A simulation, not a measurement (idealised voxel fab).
Process module under the name voxel transistor to metal
Cross-sectional view cut (width: 155 nm; square cell size: 5 nm).
Each cross-section below is a grid of square cells, stated as bands in top-down order, with one or more rows of cells making up each band. Within each band entry, the heights of the top and of the bottom of the band appear first, in that order and in nm; the materials of the band then follow from left to right, each with its corresponding width in nm. The designation "throughout" on a single material indicates that it fills the band from edge to edge; the designation "air" indicates empty space. Height 0 is the level under which the wafer as received is all one material. The lowest band goes on downwards, as in "0 down". The notation "30..40" denotes a width that varies across the rows of cells in the band, beginning at the first number in the top row, finishing at the second number in the bottom row, and changing by an identical amount from each row to the next. Any step labelled "identical to before" changed none of the cells in the cross-section. Closed-off voids of 8+ cells (no open route to the top) go in "Sealed void listing", written width x height at distance from the left edge, in nm. On a step's line, text after the settings is the simulator commenting on that step. overlay nm: how far to the right of its planned place the mask lay on this masked step (negative: to the left). Reading guide: pairs of cross-sections, before and after one process step; after view cut off at lowest changed band; step and settings listed under each pair. Pairs may stem from different runs of this module on the same starting wafer; continuity with the pair above only where the "Prior to processing" entry states it.
Prior to processing
  25 to 10: SiO2=20  air=30  SiO2=50  air=30  SiO2=25
  10 to 5: SiO2=20  air=25  SiN=10  HfO2=5  TiN=5  W=20  TiN=5  HfO2=5  SiN=10  air=25  SiO2=25
  5 to 0: SiO2=15  SiN=10  SiGe=20  SiN=10  HfO2=5  TiN=5  W=20  TiN=5  HfO2=5  SiN=10  SiGe=20  SiN=10  SiO2=20
  0 to -5: SiO2=15  SiN=10  SiGe=20  SiN=10  HfO2=5  TiN=30  HfO2=5  SiN=10  SiGe=20  SiN=10  SiO2=20
  -5 to -10: SiO2=25  SiGe=20  SiO2=10  HfO2=40  SiO2=10  SiGe=20  SiO2=30
  -10 to -25: SiO2=15  Si=10  SiGe=20  Si=60  SiGe=20  Si=10  SiO2=20
  -25 to -40: SiO2=15  Si=120  SiO2=20
  -40 down: Si throughout
  Sealed void listing: none
Cross-Section After Step
  30 to 25: TiN=25  air=20  TiN=60  air=20  TiN=30
  25 to 15: SiO2=20  TiN=5  air=20  TiN=5  SiO2=50  TiN=5  air=20  TiN=5  SiO2=25
  15 to 10: SiO2=20  TiN=5  air=15  TiN=10  SiO2=50  TiN=10  air=15  TiN=5  SiO2=25
  10 to 5: SiO2=20  TiN=25  SiN=10  HfO2=5  TiN=5  W=20  TiN=5  HfO2=5  SiN=10  TiN=25  SiO2=25
  Below 5, the layers are the same as they were.
  Sealed void listing: none
Transition step, before and after shown above: CONFORMAL_DEP [material TiN] [thk nm 5]
Prior to processing: it's just the after picture from the pair right above this one.
Cross-Section After Step
  35 to 30: W throughout
  30 to 25: TiN=25  W=20  TiN=60  W=20  TiN=30
  25 to 15: SiO2=20  TiN=5  W=20  TiN=5  SiO2=50  TiN=5  W=20  TiN=5  SiO2=25
  15 to 10: SiO2=20  TiN=5  W=15  TiN=10  SiO2=50  TiN=10  W=15  TiN=5  SiO2=25
  Below 10, the layers are the same as they were.
  Sealed void listing: none
Transition step, before and after shown above: FILL_DEP [material W] [thk nm 5]
Prior to processing: it's just the after picture from the pair right above this one.
Cross-Section After Step
  25 to 15: SiO2=20  TiN=5  W=20  TiN=5  SiO2=50  TiN=5  W=20  TiN=5  SiO2=25
  Below 15, the layers are the same as they were.
  Sealed void listing: none
Transition step, before and after shown above: CMP [height nm 25]
Prior to processing: it's just the after picture from the pair right above this one.
Cross-Section After Step
  30 to 25: TiN throughout
  Below 25, the layers are the same as they were.
  Sealed void listing: none
Transition step, before and after shown above: DIRECTIONAL_DEP [material TiN] [thk nm 5]
Prior to processing: it's just the after picture from the pair right above this one.
Cross-Section After Step
  45 to 30: W throughout
  Below 30, the layers are the same as they were.
  Sealed void listing: none
Transition step, before and after shown above: DIRECTIONAL_DEP [material W] [thk nm 15]
Prior to processing: it's just the after picture from the pair right above this one.
Cross-Section After Step
  45 to 30: air=25  W=20  air=60  W=20  air=30
  Below 30, the layers are the same as they were.
  Sealed void listing: none
Transition step, before and after shown above: MASKED_ETCH [tone cover] [mask id METAL_1] [width nm 20] [pitch nm 80] [etch materials W] [depth nm 15] [overlay nm 0]
Prior to processing: it's just the after picture from the pair right above this one.
Cross-Section After Step
  45 to 30: air=25  W=20  air=60  W=20  air=30
  30 to 25: air=25  TiN=20  air=60  TiN=20  air=30
  Below 25, the layers are the same as they were.
  Sealed void listing: none
Transition step, before and after shown above: MASKED_ETCH [tone cover] [mask id METAL_1] [width nm 20] [pitch nm 80] [etch materials TiN] [depth nm 5] [overlay nm 0]
Prior to processing: it's just the after picture from the pair right above this one.
Cross-Section After Step
  50 to 45: SiO2 throughout
  45 to 30: SiO2=25  W=20  SiO2=60  W=20  SiO2=30
  30 to 25: SiO2=25  TiN=20  SiO2=60  TiN=20  SiO2=30
  Below 25, the layers are the same as they were.
  Sealed void listing: none
Transition step, before and after shown above: FILL_DEP [material SiO2] [thk nm 5]
Prior to processing: it's just the after picture from the pair right above this one.
Cross-Section After Step
  45 to 30: SiO2=25  W=20  SiO2=60  W=20  SiO2=30
  Below 30, the layers are the same as they were.
  Sealed void listing: none
Transition step, before and after shown above: CMP [height nm 45]
Prior to processing: it's just the after picture from the pair right above this one.
Cross-Section After Step
  50 to 45: SiCN throughout
  Below 45, the layers are the same as they were.
  Sealed void listing: none
Transition step, before and after shown above: CONFORMAL_DEP [material SiCN] [thk nm 5]
Prior to processing
  45 to 30: air=25  W=20  air=60  W=20  air=30
  30 to 25: TiN throughout
  25 to 10: SiO2=25  TiN=5  W=10  TiN=5  SiO2=60  TiN=5  W=10  TiN=5  SiO2=30
  10 to 5: SiO2=25  TiN=20  SiN=10  HfO2=5  TiN=5  W=20  TiN=5  HfO2=5  SiN=10  TiN=20  SiO2=30
  5 to 0: SiO2=15  SiN=10  SiGe=20  SiN=10  HfO2=5  TiN=5  W=20  TiN=5  HfO2=5  SiN=10  SiGe=20  SiN=10  SiO2=20
  0 to -5: SiO2=15  SiN=10  SiGe=20  SiN=10  HfO2=5  TiN=30  HfO2=5  SiN=10  SiGe=20  SiN=10  SiO2=20
  -5 to -10: SiO2=25  SiGe=20  SiO2=10  HfO2=40  SiO2=10  SiGe=20  SiO2=30
  -10 to -25: SiO2=15  Si=10  SiGe=20  Si=60  SiGe=20  Si=10  SiO2=20
  -25 to -40: SiO2=15  Si=120  SiO2=20
  -40 down: Si throughout
  Sealed void listing: none
Cross-Section After Step
  45 to 30: air=25  W=20  air=60  W=20  air=30
  30 to 25: air=15  TiN=30  air=50  TiN=30  air=30
  Below 25, the layers are the same as they were.
  Sealed void listing: none
Transition step, before and after shown above: MASKED_ETCH [tone cover] [mask id METAL_1] [width nm 20] [pitch nm 80] [etch materials TiN] [depth nm 5] [overlay nm -10]
Prior to processing: it's just the after picture from the pair right above this one.
Cross-Section After Step
  50 to 45: SiO2 throughout
  45 to 30: SiO2=25  W=20  SiO2=60  W=20  SiO2=30
  30 to 25: SiO2=15  TiN=30  SiO2=50  TiN=30  SiO2=30
  Below 25, the layers are the same as they were.
  Sealed void listing: none
Transition step, before and after shown above: FILL_DEP [material SiO2] [thk nm 5]
Prior to processing: it's just the after picture from the pair right above this one.
Cross-Section After Step
  45 to 30: SiO2=25  W=20  SiO2=60  W=20  SiO2=30
  Below 30, the layers are the same as they were.
  Sealed void listing: none
Transition step, before and after shown above: CMP [height nm 45]
Prior to processing: it's just the after picture from the pair right above this one.
Cross-Section After Step
  50 to 45: SiCN throughout
  Below 45, the layers are the same as they were.
  Sealed void listing: none
Transition step, before and after shown above: CONFORMAL_DEP [material SiCN] [thk nm 5]
Prior to processing
  10 to 5: SiO2=45  SiN=10  HfO2=5  TiN=5  W=20  TiN=5  HfO2=5  SiN=10  SiO2=50
  5 to 0: SiO2=15  SiN=10  SiGe=20  SiN=10  HfO2=5  TiN=5  W=20  TiN=5  HfO2=5  SiN=10  SiGe=20  SiN=10  SiO2=20
  0 to -5: SiO2=15  SiN=10  SiGe=20  SiN=10  HfO2=5  TiN=30  HfO2=5  SiN=10  SiGe=20  SiN=10  SiO2=20
  -5 to -10: SiO2=25  SiGe=20  SiO2=10  HfO2=40  SiO2=10  SiGe=20  SiO2=30
  -10 to -25: SiO2=15  Si=10  SiGe=20  Si=60  SiGe=20  Si=10  SiO2=20
  -25 to -40: SiO2=15  Si=120  SiO2=20
  -40 down: Si throughout
  Sealed void listing: none
Cross-Section After Step
  25 to 10: HfO2 throughout
  Below 10, the layers are the same as they were.
  Sealed void listing: none
Transition step, before and after shown above: DIRECTIONAL_DEP [material HfO2] [thk nm 15]
Prior to processing: it's just the after picture from the pair right above this one.
Cross-Section After Step
  40 to 25: aC throughout
  Below 25, the layers are the same as they were.
  Sealed void listing: none
Transition step, before and after shown above: DIRECTIONAL_DEP [material aC] [thk nm 15]
Prior to processing: it's just the after picture from the pair right above this one.
Cross-Section After Step
  70 to 40: resist=25  air=20  resist=60  air=20  resist=30
  Below 40, the layers are the same as they were.
  Sealed void listing: none
Transition step, before and after shown above: PATTERN [tone open] [mask id CONTACT] [material resist] [width nm 20] [pitch nm 80] [thk nm 30] [overlay nm 0]
Prior to processing: it's just the after picture from the pair right above this one.
Cross-Section After Step
  55 to 40: resist=25  air=20  resist=60  air=20  resist=30
  40 to 25: aC=25  air=20  aC=60  air=20  aC=30
  Below 25, the layers are the same as they were.
  Sealed void listing: none
Transition step, before and after shown above: DIRECTIONAL_ETCH [etch materials aC] [depth nm 15]
Prior to processing: it's just the after picture from the pair right above this one.
Cross-Section After Step
  40 to 25: aC=25  air=20  aC=60  air=20  aC=30
  Below 25, the layers are the same as they were.
  Sealed void listing: none
Transition step, before and after shown above: STRIP [etch materials resist]
Prior to processing: it's just the after picture from the pair right above this one.
Cross-Section After Step
  25 to 10: HfO2 throughout
  Below 10, the layers are the same as they were.
  Sealed void listing: none
Transition step, before and after shown above: STRIP [etch materials aC]
Prior to processing: it's just the after picture from the pair right above this one.
Cross-Section After Step
  30 to 25: TiN throughout
  Below 25, the layers are the same as they were.
  Sealed void listing: none
Transition step, before and after shown above: CONFORMAL_DEP [material TiN] [thk nm 5]
Prior to processing: it's just the after picture from the pair right above this one.
Cross-Section After Step
  35 to 30: W throughout
  Below 30, the layers are the same as they were.
  Sealed void listing: none
Transition step, before and after shown above: FILL_DEP [material W] [thk nm 5]
Prior to processing: it's just the after picture from the pair right above this one.
Cross-Section After Step
  25 to 10: HfO2 throughout
  Below 10, the layers are the same as they were.
  Sealed void listing: none
Transition step, before and after shown above: CMP [height nm 25]
Prior to processing: it's just the after picture from the pair right above this one.
Cross-Section After Step
  30 to 25: TiN throughout
  Below 25, the layers are the same as they were.
  Sealed void listing: none
Transition step, before and after shown above: DIRECTIONAL_DEP [material TiN] [thk nm 5]
Prior to processing: it's just the after picture from the pair right above this one.
Cross-Section After Step
  45 to 30: W throughout
  Below 30, the layers are the same as they were.
  Sealed void listing: none
Transition step, before and after shown above: DIRECTIONAL_DEP [material W] [thk nm 15]
Prior to processing: it's just the after picture from the pair right above this one.
Cross-Section After Step
  45 to 30: air=25  W=20  air=60  W=20  air=30
  Below 30, the layers are the same as they were.
  Sealed void listing: none
Transition step, before and after shown above: MASKED_ETCH [tone cover] [mask id METAL_1] [width nm 20] [pitch nm 80] [etch materials W] [depth nm 15] [overlay nm 0]
Prior to processing: it's just the after picture from the pair right above this one.
Cross-Section After Step
  45 to 30: air=25  W=20  air=60  W=20  air=30
  30 to 25: air=25  TiN=20  air=60  TiN=20  air=30
  Below 25, the layers are the same as they were.
  Sealed void listing: none
Transition step, before and after shown above: MASKED_ETCH [tone cover] [mask id METAL_1] [width nm 20] [pitch nm 80] [etch materials TiN] [depth nm 5] [overlay nm 0]
Prior to processing: it's just the after picture from the pair right above this one.
Cross-Section After Step
  50 to 45: SiO2 throughout
  45 to 30: SiO2=25  W=20  SiO2=60  W=20  SiO2=30
  30 to 25: SiO2=25  TiN=20  SiO2=60  TiN=20  SiO2=30
  Below 25, the layers are the same as they were.
  Sealed void listing: none
Transition step, before and after shown above: FILL_DEP [material SiO2] [thk nm 5]
Prior to processing: it's just the after picture from the pair right above this one.
Cross-Section After Step
  45 to 30: SiO2=25  W=20  SiO2=60  W=20  SiO2=30
  Below 30, the layers are the same as they were.
  Sealed void listing: none
Transition step, before and after shown above: CMP [height nm 45]
Prior to processing: it's just the after picture from the pair right above this one.
Cross-Section After Step
  50 to 45: SiCN throughout
  Below 45, the layers are the same as they were.
  Sealed void listing: none
Transition step, before and after shown above: CONFORMAL_DEP [material SiCN] [thk nm 5]
Prior to processing
  40 to 25: aC throughout
  25 to 10: SiO2 throughout
  10 to 5: SiO2=45  SiN=10  HfO2=5  TiN=5  W=20  TiN=5  HfO2=5  SiN=10  SiO2=50
  5 to 0: SiO2=15  SiN=10  SiGe=20  SiN=10  HfO2=5  TiN=5  W=20  TiN=5  HfO2=5  SiN=10  SiGe=20  SiN=10  SiO2=20
  0 to -5: SiO2=15  SiN=10  SiGe=20  SiN=10  HfO2=5  TiN=30  HfO2=5  SiN=10  SiGe=20  SiN=10  SiO2=20
  -5 to -10: SiO2=25  SiGe=20  SiO2=10  HfO2=40  SiO2=10  SiGe=20  SiO2=30
  -10 to -25: SiO2=15  Si=10  SiGe=20  Si=60  SiGe=20  Si=10  SiO2=20
  -25 to -40: SiO2=15  Si=120  SiO2=20
  -40 down: Si throughout
  Sealed void listing: none
Cross-Section After Step
  70 to 40: air=25  resist=20  air=60  resist=20  air=30
  Below 40, the layers are the same as they were.
  Sealed void listing: none
Transition step, before and after shown above: PATTERN [tone cover] [mask id CONTACT] [material resist] [width nm 20] [pitch nm 80] [thk nm 30] [overlay nm 0]
Prior to processing: it's just the after picture from the pair right above this one.
Cross-Section After Step
  55 to 40: air=25  resist=20  air=60  resist=20  air=30
  40 to 25: air=25  aC=20  air=60  aC=20  air=30
  Below 25, the layers are the same as they were.
  Sealed void listing: none
Transition step, before and after shown above: DIRECTIONAL_ETCH [etch materials aC] [depth nm 15]
Prior to processing: it's just the after picture from the pair right above this one.
Cross-Section After Step
  40 to 25: air=25  aC=20  air=60  aC=20  air=30
  Below 25, the layers are the same as they were.
  Sealed void listing: none
Transition step, before and after shown above: STRIP [etch materials resist]
Prior to processing: it's just the after picture from the pair right above this one.
Cross-Section After Step
  40 to 25: air=25  aC=20  air=60  aC=20  air=30
  25 to 10: air=25  SiO2=20  air=60  SiO2=20  air=30
  10 to 5: air=25  SiO2=20  SiN=10  HfO2=5  TiN=5  W=20  TiN=5  HfO2=5  SiN=10  SiO2=20  air=30
  Below 5, the layers are the same as they were.
  Sealed void listing: none
Transition step, before and after shown above: DIRECTIONAL_ETCH [etch materials SiO2] [depth nm 20]
Prior to processing: it's just the after picture from the pair right above this one.
Cross-Section After Step
  25 to 10: air=25  SiO2=20  air=60  SiO2=20  air=30
  Below 10, the layers are the same as they were.
  Sealed void listing: none
Transition step, before and after shown above: STRIP [etch materials aC]
Prior to processing: it's just the after picture from the pair right above this one.
Cross-Section After Step
  30 to 25: air=20  TiN=30  air=50  TiN=30  air=25
  25 to 15: air=20  TiN=5  SiO2=20  TiN=5  air=50  TiN=5  SiO2=20  TiN=5  air=25
  15 to 10: air=20  TiN=5  SiO2=20  TiN=60  SiO2=20  TiN=5  air=25
  10 to 5: TiN=25  SiO2=20  SiN=10  HfO2=5  TiN=5  W=20  TiN=5  HfO2=5  SiN=10  SiO2=20  TiN=30
  Below 5, the layers are the same as they were.
  Sealed void listing: none
Transition step, before and after shown above: CONFORMAL_DEP [material TiN] [thk nm 5]
Prior to processing: it's just the after picture from the pair right above this one.
Cross-Section After Step
  35 to 30: W throughout
  30 to 25: W=20  TiN=30  W=50  TiN=30  W=25
  25 to 15: W=20  TiN=5  SiO2=20  TiN=5  W=50  TiN=5  SiO2=20  TiN=5  W=25
  15 to 10: W=20  TiN=5  SiO2=20  TiN=60  SiO2=20  TiN=5  W=25
  Below 10, the layers are the same as they were.
  Sealed void listing: none
Transition step, before and after shown above: FILL_DEP [material W] [thk nm 5]
Prior to processing: it's just the after picture from the pair right above this one.
Cross-Section After Step
  25 to 15: W=20  TiN=5  SiO2=20  TiN=5  W=50  TiN=5  SiO2=20  TiN=5  W=25
  Below 15, the layers are the same as they were.
  Sealed void listing: none
Transition step, before and after shown above: CMP [height nm 25]
Prior to processing: it's just the after picture from the pair right above this one.
Cross-Section After Step
  30 to 25: TiN throughout
  Below 25, the layers are the same as they were.
  Sealed void listing: none
Transition step, before and after shown above: DIRECTIONAL_DEP [material TiN] [thk nm 5]
Prior to processing: it's just the after picture from the pair right above this one.
Cross-Section After Step
  45 to 30: W throughout
  Below 30, the layers are the same as they were.
  Sealed void listing: none
Transition step, before and after shown above: DIRECTIONAL_DEP [material W] [thk nm 15]
Prior to processing: it's just the after picture from the pair right above this one.
Cross-Section After Step
  45 to 30: air=25  W=20  air=60  W=20  air=30
  Below 30, the layers are the same as they were.
  Sealed void listing: none
Transition step, before and after shown above: MASKED_ETCH [tone cover] [mask id METAL_1] [width nm 20] [pitch nm 80] [etch materials W] [depth nm 15] [overlay nm 0]
Prior to processing: it's just the after picture from the pair right above this one.
Cross-Section After Step
  45 to 30: air=25  W=20  air=60  W=20  air=30
  30 to 25: air=25  TiN=20  air=60  TiN=20  air=30
  Below 25, the layers are the same as they were.
  Sealed void listing: none
Transition step, before and after shown above: MASKED_ETCH [tone cover] [mask id METAL_1] [width nm 20] [pitch nm 80] [etch materials TiN] [depth nm 5] [overlay nm 0]
Prior to processing: it's just the after picture from the pair right above this one.
Cross-Section After Step
  50 to 45: SiO2 throughout
  45 to 30: SiO2=25  W=20  SiO2=60  W=20  SiO2=30
  30 to 25: SiO2=25  TiN=20  SiO2=60  TiN=20  SiO2=30
  Below 25, the layers are the same as they were.
  Sealed void listing: none
Transition step, before and after shown above: FILL_DEP [material SiO2] [thk nm 5]
Prior to processing: it's just the after picture from the pair right above this one.
Cross-Section After Step
  45 to 30: SiO2=25  W=20  SiO2=60  W=20  SiO2=30
  Below 30, the layers are the same as they were.
  Sealed void listing: none
Transition step, before and after shown above: CMP [height nm 45]
Prior to processing: it's just the after picture from the pair right above this one.
Cross-Section After Step
  50 to 45: SiCN throughout
  Below 45, the layers are the same as they were.
  Sealed void listing: none
Transition step, before and after shown above: CONFORMAL_DEP [material SiCN] [thk nm 5]
